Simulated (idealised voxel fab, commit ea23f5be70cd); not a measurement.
Presented below is a process module, voxel gate over fins.
The cross-section shown here is cut; it is 230 nm wide and divided into square cells measuring 5 nm on a side.
When this document writes out a cross-section, it uses a grid of square cells and lists it as bands, beginning at the top and moving down, with a band standing for one or more rows of cells. First you get the band's top height and its bottom height, in nm, and then the materials it's made of, left to right, with each width in nm. If you see a single material with "all across", that one covers the band edge to edge. "blank" is empty space. Heights are expressed relative to 0, this being the level below which the as-received wafer comprises one material exclusively. The lowest band is unbounded in the downward direction and is denoted as in "0 down". Think of "30..40" as a width that walks from the first number to the second as you go down the band, top row to bottom row, taking equal-sized steps from row to row. Reading "nothing altered" for a step: not a cell of the cross-section changed in it. Empty spaces counting at least 8 cells and having no open way to the top are listed in "Tabulated closed voids". The notation width x height at distance is used for each, the distance being from the left edge and all three values in nm. Anything after a step's settings on that line? It's the simulator's own note about the step. You can add "overlay nm" to a step's line. For a step with a mask, it describes how far the mask lay to the right of its planned position, and a negative number describes a lay to the left.
Planned step list for the process:
1) RECEIVE [material Si]
2) CONFORMAL_DEP [material SiN] [thk nm 10]
3) MASKED_ETCH [tone cover] [mask id FINS] [width nm 15] [pitch nm 40] [etch materials SiN] [depth nm 10] [overlay nm 0]
4) MASKED_ETCH [tone cover] [mask id FINS] [width nm 15] [pitch nm 40] [etch materials Si] [depth nm 35] [overlay nm 0]
5) FILL_DEP [material SiO2] [thk nm 15]
6) CMP [height nm 10]
7) SELECTIVE_ETCH [etch materials SiO2] [depth nm 20]
8) STRIP [etch materials SiN]
9) CONFORMAL_DEP [material HfO2] [thk nm 5]
10) CONFORMAL_DEP [material TiN] [thk nm 5]
11) CONFORMAL_DEP [material TiAl] [thk nm 5]
12) CONFORMAL_DEP [material TiN] [thk nm 5]
13) FILL_DEP [material W] [thk nm 15]
14) CMP [height nm 30]
15) CONFORMAL_DEP [material SiCN] [thk nm 5]
The cross-section here shows the wafer as received, i.e. in its state after step 1:
> 0 down  Si all across
> Tabulated closed voids: none
Cross-section, first of two wafers, end of module, run as planned:
> 35 to 30  SiCN all across
> 30 to 20  W all across
> 20 to 15  25 W, then 175 TiN, then 30 W
> 15 to 10  25 W, then 5 TiN, then 165 TiAl, then 5 TiN, then 30 W
> 10 to 5  30 TiN, then 5 TiAl, then 35 TiN, then 5 TiAl, then 35 TiN, then 5 TiAl, then 35 TiN, then 5 TiAl, then 35 TiN, then 5 TiAl, then 35 TiN
> 5 to 0  35 TiAl, then 5 TiN, then 25 HfO2, then 5 TiN, then 5 TiAl, then 5 TiN, then 25 HfO2, then 5 TiN, then 5 TiAl, then 5 TiN, then 25 HfO2, then 5 TiN, then 5 TiAl, then 5 TiN, then 25 HfO2, then 5 TiN, then 40 TiAl
> 0 to -5  40 TiN, then 5 HfO2, then 15 Si, then 5 HfO2, then 15 TiN, then 5 HfO2, then 15 Si, then 5 HfO2, then 15 TiN, then 5 HfO2, then 15 Si, then 5 HfO2, then 15 TiN, then 5 HfO2, then 15 Si, then 5 HfO2, then 45 TiN
> -5 to -10  45 HfO2, then 15 Si, then 25 HfO2, then 15 Si, then 25 HfO2, then 15 Si, then 25 HfO2, then 15 Si, then 50 HfO2
> -10 to -35  45 SiO2, then 15 Si, then 25 SiO2, then 15 Si, then 25 SiO2, then 15 Si, then 25 SiO2, then 15 Si, then 50 SiO2
> -35 down  Si all across
> Tabulated closed voids: none
Cross-sectional image of the second wafer of the two following completion of the module. Starting state and process plan were the same as for the first wafer; one execution error occurred:
> 35 to 30  SiCN all across
> 30 to 20  W all across
> 20 to 15  25 W, then 175 TiN, then 30 W
> 15 to 10  25 W, then 5 TiN, then 165 TiAl, then 5 TiN, then 30 W
> 10 to 5  30 TiN, then 5 TiAl, then 35 HfO2, then 5 TiAl, then 35 HfO2, then 5 TiAl, then 35 HfO2, then 5 TiAl, then 35 HfO2, then 5 TiAl, then 35 TiN
> 5 to 0  35 TiAl, then 35 HfO2, then 5 TiAl, then 35 HfO2, then 5 TiAl, then 35 HfO2, then 5 TiAl, then 35 HfO2, then 40 TiAl
> 0 to -10  45 HfO2, then 15 Si, then 25 HfO2, then 15 Si, then 25 HfO2, then 15 Si, then 25 HfO2, then 15 Si, then 50 HfO2
> -10 to -35  45 SiO2, then 15 Si, then 25 SiO2, then 15 Si, then 25 SiO2, then 15 Si, then 25 SiO2, then 15 Si, then 50 SiO2
> -35 down  Si all across
> Tabulated closed voids: none
Which mistake was made when the wafer was run? step 10 deviated from plan and actually ran as CONFORMAL_DEP [material HfO2] [thk nm 5]
Wafer comparison, final, in cells, second relative to first, materials more or fewer: 62 more of HfO2, 62 fewer of TiN
